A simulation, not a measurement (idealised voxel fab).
Process module under the name voxel double patterning
The cross-section shown here is cut; it is 240 nm wide and divided into square cells measuring 5 nm on a side.
Square cells in a grid make up a cross-section in this document, and the grid is given as bands, listed from the top down, each one or more rows of cells.
Within each band entry, the heights of the top and of the bottom of the band appear first, in that order and in nm; the materials of the band then follow from left to right, each with its corresponding width in nm. The designation "full width" on a single material indicates that it fills the band from edge to edge; the designation "blank" indicates empty space.
For the purposes of this specification, 0 denotes the height below which the wafer in its as-received condition is composed wholly of one material, and the lowermost band, lacking a lower limit, extends downward without end, as expressed in "0 -> down".
When a width is written as two numbers, as in "30 to 40", the first number is the width in the top row of cells of the band and the second is the width in its bottom row, and the width changes by the same amount from each row to the next.
The designation "stayed the same", where it is given for a processing step, indicates that no cell of the cross-section was altered in the course of that step.
"Enclosed voids" means: voids of 8 cells or more that are shut off from the top with no open way through. Written width x height at distance, distance from the left edge, in nm.
Text after the settings on a step's line: the simulator's own remark on that step.
overlay nm: mask right of planned place by this much (step with mask). Neg. = left.

The process steps that were planned are listed below
step 1: RECEIVE: material Si
step 2: CONFORMAL_DEP: material SiO2, thk nm 5
step 3: DIRECTIONAL_DEP: material TiN, thk nm 20
step 4: DIRECTIONAL_DEP: material SiCN, thk nm 10
step 5: DIRECTIONAL_DEP: material aC, thk nm 10
step 6: PATTERN: tone open, mask id FIRST, material resist, width nm 15, pitch nm 50, thk nm 25, overlay nm 0
step 7: DIRECTIONAL_ETCH: etch materials aC, depth nm 10
step 8: STRIP: etch materials resist
step 9: DIRECTIONAL_ETCH: etch materials SiCN, depth nm 5
step 10: STRIP: etch materials aC
step 11: PATTERN: tone open, mask id SECOND, material resist, width nm 15, pitch nm 50, thk nm 20, overlay nm 0
step 12: DIRECTIONAL_ETCH: etch materials SiCN, depth nm 10
step 13: STRIP: etch materials resist
step 14: DIRECTIONAL_ETCH: etch materials TiN, depth nm 20
step 15: STRIP: etch materials SiCN
The value of depth nm given for step 9 in the plan refers to the first wafer; the wafers vary in this setting and are alike at the start.

Received wafers, first of several: cross-section after step 1
> 0 -> down | Si full width
> Enclosed voids: none

Cross-sectional representation of the first of several wafers at the end of the module, i.e. after its terminal step, step 15
> 25 -> 5 | TiN=85 / blank=15 / TiN=35 / blank=15 / TiN=90
> 5 -> 0 | SiO2 full width
> 0 -> down | Si full width
> Enclosed voids: none

Final wafer of several, shown in cross-section at the end of the module
> 25 -> 5 | TiN=60 / blank=15 / TiN=10 / blank=15 / TiN=10 / blank=15 / TiN=10 / blank=15 / TiN=10 / blank=15 / TiN=65
> 5 -> 0 | SiO2 full width
> 0 -> down | Si full width
> Enclosed voids: none

What follows is a table in which each wafer occupies a row; for the wafer as it stands at the close of the module, the row states, material by material, how many cells have been gained (+) or lost (-) since receipt, and then gives its closed voids
depth nm 5; +48 SiO2; +168 TiN; Enclosed voids: none
depth nm 10; +48 SiO2; +132 TiN; Enclosed voids: none
depth nm 15; +48 SiO2; +132 TiN; Enclosed voids: none
depth nm 20; +48 SiO2; +132 TiN; Enclosed voids: none
depth nm 25; +48 SiO2; +132 TiN; Enclosed voids: none
